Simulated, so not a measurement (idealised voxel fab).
Process module heading - voxel quadruple lines
The figure presents cross-section cut, which has a width of 300 nm and is divided into square cells with an edge length of 5 nm.
How to read a cross-section here: the picture is a grid of square cells, written as bands going from the top down, and any band can span one or more rows of cells.
Per band: top height and bottom height in nm, followed by the left-to-right materials and their widths in nm; "full width" marks a single material spanning edge to edge, "air" marks empty space.
It should be noted that heights are counted from 0, beneath which the wafer as supplied is of one material throughout, and that the lowest band possesses no lower boundary but continues downward, as written in "0 and below".
You'd read "30->40" like this: the band's top row of cells is as wide as the first number, its bottom row is as wide as the second, and going down, every row changes width by the same amount as the row before did.
A step reported as "no change" is a step in which no cell of the cross-section changed.
"Voids, enclosed" enumerates empty spaces isolated from the top, with no open way to it, that contain at least 8 cells, giving each as width x height at distance from the left edge, all three in nm.
The remark found on a step's line after its settings is issued by the simulator itself and pertains to that step.
A step line may carry the setting "overlay nm", which, for steps involving a mask, states the distance by which the mask lay to the right of its intended position; negative values denote displacement to the left.

Steps planned for the process
1: RECEIVE (material Si)
2: CONFORMAL_DEP (material Al2O3; thk nm 5)
3: DIRECTIONAL_DEP (material TiN; thk nm 10)
4: DIRECTIONAL_DEP (material polySi; thk nm 15)
5: DIRECTIONAL_DEP (material aC; thk nm 25)
6: PATTERN (tone cover; mask id MANDREL; material resist; width nm 35; pitch nm 100; thk nm 30; overlay nm 0)
7: DIRECTIONAL_ETCH (etch materials aC; depth nm 25)
8: STRIP (etch materials resist)
9: CONFORMAL_DEP (material SiO2; thk nm 15)
10: DIRECTIONAL_ETCH (etch materials SiO2; depth nm 15)
11: STRIP (etch materials aC)
12: DIRECTIONAL_ETCH (etch materials polySi; depth nm 15)
13: STRIP (etch materials SiO2)
14: CONFORMAL_DEP (material SiCN; thk nm 10)
15: DIRECTIONAL_ETCH (etch materials SiCN; depth nm 10)
16: STRIP (etch materials polySi)
17: DIRECTIONAL_ETCH (etch materials TiN; depth nm 10)
18: STRIP (etch materials SiCN)

First of two wafers - as planned

Step 1 complete: cross-section of the wafer as received
* 0 and below: Si full width
* Voids, enclosed: none

Step 2 complete: cross-section through the wafer
* 5 down to 0: Al2O3 full width
* Below 0, no change.

Step 3 complete: cross-section through the wafer
* 15 down to 5: TiN full width
* Below 5, no change.

Step 4 complete: cross-section through the wafer
* 30 down to 15: polySi full width
* Below 15, no change.

Step 5 complete: cross-section through the wafer
* 55 down to 30: aC full width
* Below 30, no change.

Step 6 complete: cross-section through the wafer
* 85 down to 55: air 80 nm, then resist 35 nm, then air 65 nm, then resist 35 nm, then air 85 nm
* Below 55, no change.

Step 7 complete: cross-section through the wafer
* 60 down to 55: air 80 nm, then resist 35 nm, then air 65 nm, then resist 35 nm, then air 85 nm
* 55 down to 30: air 80 nm, then aC 35 nm, then air 65 nm, then aC 35 nm, then air 85 nm
* Below 30, no change.

Step 8 complete: cross-section through the wafer
* 55 down to 30: air 80 nm, then aC 35 nm, then air 65 nm, then aC 35 nm, then air 85 nm
* Below 30, no change.

Step 9 complete: cross-section through the wafer
* 70 down to 55: air 65 nm, then SiO2 65 nm, then air 35 nm, then SiO2 65 nm, then air 70 nm
* 55 down to 45: air 65 nm, then SiO2 15 nm, then aC 35 nm, then SiO2 15 nm, then air 35 nm, then SiO2 15 nm, then aC 35 nm, then SiO2 15 nm, then air 70 nm
* 45 down to 30: SiO2 80 nm, then aC 35 nm, then SiO2 65 nm, then aC 35 nm, then SiO2 85 nm
* Below 30, no change.

Step 10 complete: cross-section through the wafer
* 55 down to 30: air 65 nm, then SiO2 15 nm, then aC 35 nm, then SiO2 15 nm, then air 35 nm, then SiO2 15 nm, then aC 35 nm, then SiO2 15 nm, then air 70 nm
* Below 30, no change.

Step 11 complete: cross-section through the wafer
* 55 down to 30: air 65 nm, then SiO2 15 nm, then air 35 nm, then SiO2 15 nm, then air 35 nm, then SiO2 15 nm, then air 35 nm, then SiO2 15 nm, then air 70 nm
* Below 30, no change.

Step 12 complete: cross-section through the wafer
* 55 down to 30: air 65 nm, then SiO2 15 nm, then air 35 nm, then SiO2 15 nm, then air 35 nm, then SiO2 15 nm, then air 35 nm, then SiO2 15 nm, then air 70 nm
* 30 down to 15: air 65 nm, then polySi 15 nm, then air 35 nm, then polySi 15 nm, then air 35 nm, then polySi 15 nm, then air 35 nm, then polySi 15 nm, then air 70 nm
* Below 15, no change.

Step 13 complete: cross-section through the wafer
* 30 down to 15: air 65 nm, then polySi 15 nm, then air 35 nm, then polySi 15 nm, then air 35 nm, then polySi 15 nm, then air 35 nm, then polySi 15 nm, then air 70 nm
* Below 15, no change.

Step 14 complete: cross-section through the wafer
* 40 down to 30: air 55 nm, then SiCN 35 nm, then air 15 nm, then SiCN 35 nm, then air 15 nm, then SiCN 35 nm, then air 15 nm, then SiCN 35 nm, then air 60 nm
* 30 down to 25: air 55 nm, then SiCN 10 nm, then polySi 15 nm, then SiCN 10 nm, then air 15 nm, then SiCN 10 nm, then polySi 15 nm, then SiCN 10 nm, then air 15 nm, then SiCN 10 nm, then polySi 15 nm, then SiCN 10 nm, then air 15 nm, then SiCN 10 nm, then polySi 15 nm, then SiCN 10 nm, then air 60 nm
* 25 down to 15: SiCN 65 nm, then polySi 15 nm, then SiCN 35 nm, then polySi 15 nm, then SiCN 35 nm, then polySi 15 nm, then SiCN 35 nm, then polySi 15 nm, then SiCN 70 nm
* Below 15, no change.

Step 15 complete: cross-section through the wafer
* 30 down to 15: air 55 nm, then SiCN 10 nm, then polySi 15 nm, then SiCN 10 nm, then air 15 nm, then SiCN 10 nm, then polySi 15 nm, then SiCN 10 nm, then air 15 nm, then SiCN 10 nm, then polySi 15 nm, then SiCN 10 nm, then air 15 nm, then SiCN 10 nm, then polySi 15 nm, then SiCN 10 nm, then air 60 nm
* Below 15, no change.

Step 16 complete: cross-section through the wafer
* 30 down to 15: air 55 nm, then SiCN 10 nm, then air 15 nm, then SiCN 10 nm, then air 15 nm, then SiCN 10 nm, then air 15 nm, then SiCN 10 nm, then air 15 nm, then SiCN 10 nm, then air 15 nm, then SiCN 10 nm, then air 15 nm, then SiCN 10 nm, then air 15 nm, then SiCN 10 nm, then air 60 nm
* Below 15, no change.

Step 17 complete: cross-section through the wafer
* 30 down to 15: air 55 nm, then SiCN 10 nm, then air 15 nm, then SiCN 10 nm, then air 15 nm, then SiCN 10 nm, then air 15 nm, then SiCN 10 nm, then air 15 nm, then SiCN 10 nm, then air 15 nm, then SiCN 10 nm, then air 15 nm, then SiCN 10 nm, then air 15 nm, then SiCN 10 nm, then air 60 nm
* 15 down to 5: air 55 nm, then TiN 10 nm, then air 15 nm, then TiN 10 nm, then air 15 nm, then TiN 10 nm, then air 15 nm, then TiN 10 nm, then air 15 nm, then TiN 10 nm, then air 15 nm, then TiN 10 nm, then air 15 nm, then TiN 10 nm, then air 15 nm, then TiN 10 nm, then air 60 nm
* Below 5, no change.

Step 18 complete: cross-section through the wafer
* 15 down to 5: air 55 nm, then TiN 10 nm, then air 15 nm, then TiN 10 nm, then air 15 nm, then TiN 10 nm, then air 15 nm, then TiN 10 nm, then air 15 nm, then TiN 10 nm, then air 15 nm, then TiN 10 nm, then air 15 nm, then TiN 10 nm, then air 15 nm, then TiN 10 nm, then air 60 nm
* Below 5, no change.

What follows concerns the second wafer, which started out like the first and was meant to follow the very same plan; one mistake crept in when it was run, but everything up to and including step 5 is the same as for the first wafer

Here is the second wafer in cross-section at the point where step 6 of the plan should have been done
* 85 down to 55: air 90 nm, then resist 35 nm, then air 65 nm, then resist 35 nm, then air 75 nm
* Below 55, no change.

Here is the second wafer in cross-section at the point where step 7 of the plan should have been done
* 60 down to 55: air 90 nm, then resist 35 nm, then air 65 nm, then resist 35 nm, then air 75 nm
* 55 down to 30: air 90 nm, then aC 35 nm, then air 65 nm, then aC 35 nm, then air 75 nm
* Below 30, no change.

Here is the second wafer in cross-section at the point where step 8 of the plan should have been done
* 55 down to 30: air 90 nm, then aC 35 nm, then air 65 nm, then aC 35 nm, then air 75 nm
* Below 30, no change.

Here is the second wafer in cross-section at the point where step 9 of the plan should have been done
* 70 down to 55: air 75 nm, then SiO2 65 nm, then air 35 nm, then SiO2 65 nm, then air 60 nm
* 55 down to 45: air 75 nm, then SiO2 15 nm, then aC 35 nm, then SiO2 15 nm, then air 35 nm, then SiO2 15 nm, then aC 35 nm, then SiO2 15 nm, then air 60 nm
* 45 down to 30: SiO2 90 nm, then aC 35 nm, then SiO2 65 nm, then aC 35 nm, then SiO2 75 nm
* Below 30, no change.

Here is the second wafer in cross-section at the point where step 10 of the plan should have been done
* 55 down to 30: air 75 nm, then SiO2 15 nm, then aC 35 nm, then SiO2 15 nm, then air 35 nm, then SiO2 15 nm, then aC 35 nm, then SiO2 15 nm, then air 60 nm
* Below 30, no change.

Here is the second wafer in cross-section at the point where step 11 of the plan should have been done
* 55 down to 30: air 75 nm, then SiO2 15 nm, then air 35 nm, then SiO2 15 nm, then air 35 nm, then SiO2 15 nm, then air 35 nm, then SiO2 15 nm, then air 60 nm
* Below 30, no change.

Here is the second wafer in cross-section at the point where step 12 of the plan should have been done
* 55 down to 30: air 75 nm, then SiO2 15 nm, then air 35 nm, then SiO2 15 nm, then air 35 nm, then SiO2 15 nm, then air 35 nm, then SiO2 15 nm, then air 60 nm
* 30 down to 15: air 75 nm, then polySi 15 nm, then air 35 nm, then polySi 15 nm, then air 35 nm, then polySi 15 nm, then air 35 nm, then polySi 15 nm, then air 60 nm
* Below 15, no change.

Here is the second wafer in cross-section at the point where step 13 of the plan should have been done
* 30 down to 15: air 75 nm, then polySi 15 nm, then air 35 nm, then polySi 15 nm, then air 35 nm, then polySi 15 nm, then air 35 nm, then polySi 15 nm, then air 60 nm
* Below 15, no change.

Here is the second wafer in cross-section at the point where step 14 of the plan should have been done
* 40 down to 30: air 65 nm, then SiCN 35 nm, then air 15 nm, then SiCN 35 nm, then air 15 nm, then SiCN 35 nm, then air 15 nm, then SiCN 35 nm, then air 50 nm
* 30 down to 25: air 65 nm, then SiCN 10 nm, then polySi 15 nm, then SiCN 10 nm, then air 15 nm, then SiCN 10 nm, then polySi 15 nm, then SiCN 10 nm, then air 15 nm, then SiCN 10 nm, then polySi 15 nm, then SiCN 10 nm, then air 15 nm, then SiCN 10 nm, then polySi 15 nm, then SiCN 10 nm, then air 50 nm
* 25 down to 15: SiCN 75 nm, then polySi 15 nm, then SiCN 35 nm, then polySi 15 nm, then SiCN 35 nm, then polySi 15 nm, then SiCN 35 nm, then polySi 15 nm, then SiCN 60 nm
* Below 15, no change.

Here is the second wafer in cross-section at the point where step 15 of the plan should have been done
* 30 down to 15: air 65 nm, then SiCN 10 nm, then polySi 15 nm, then SiCN 10 nm, then air 15 nm, then SiCN 10 nm, then polySi 15 nm, then SiCN 10 nm, then air 15 nm, then SiCN 10 nm, then polySi 15 nm, then SiCN 10 nm, then air 15 nm, then SiCN 10 nm, then polySi 15 nm, then SiCN 10 nm, then air 50 nm
* Below 15, no change.

Here is the second wafer in cross-section at the point where step 16 of the plan should have been done
* 30 down to 15: air 65 nm, then SiCN 10 nm, then air 15 nm, then SiCN 10 nm, then air 15 nm, then SiCN 10 nm, then air 15 nm, then SiCN 10 nm, then air 15 nm, then SiCN 10 nm, then air 15 nm, then SiCN 10 nm, then air 15 nm, then SiCN 10 nm, then air 15 nm, then SiCN 10 nm, then air 50 nm
* Below 15, no change.

Here is the second wafer in cross-section at the point where step 17 of the plan should have been done
* 30 down to 15: air 65 nm, then SiCN 10 nm, then air 15 nm, then SiCN 10 nm, then air 15 nm, then SiCN 10 nm, then air 15 nm, then SiCN 10 nm, then air 15 nm, then SiCN 10 nm, then air 15 nm, then SiCN 10 nm, then air 15 nm, then SiCN 10 nm, then air 15 nm, then SiCN 10 nm, then air 50 nm
* 15 down to 5: air 65 nm, then TiN 10 nm, then air 15 nm, then TiN 10 nm, then air 15 nm, then TiN 10 nm, then air 15 nm, then TiN 10 nm, then air 15 nm, then TiN 10 nm, then air 15 nm, then TiN 10 nm, then air 15 nm, then TiN 10 nm, then air 15 nm, then TiN 10 nm, then air 50 nm
* Below 5, no change.

Here is the second wafer in cross-section at the point where step 18 of the plan should have been done
* 15 down to 5: air 65 nm, then TiN 10 nm, then air 15 nm, then TiN 10 nm, then air 15 nm, then TiN 10 nm, then air 15 nm, then TiN 10 nm, then air 15 nm, then TiN 10 nm, then air 15 nm, then TiN 10 nm, then air 15 nm, then TiN 10 nm, then air 15 nm, then TiN 10 nm, then air 50 nm
* Below 5, no change.
It is concluded that the wafer was processed incorrectly with respect to the plan, in that step 6 ran with different settings than intended, the actual operation and settings being PATTERN (tone cover; mask id MANDREL; material resist; width nm 35; pitch nm 100; thk nm 30; overlay nm 10)
Upon completion, the cell count for each material on the second wafer equals that on the first, whereas the spatial distribution of those cells differs.
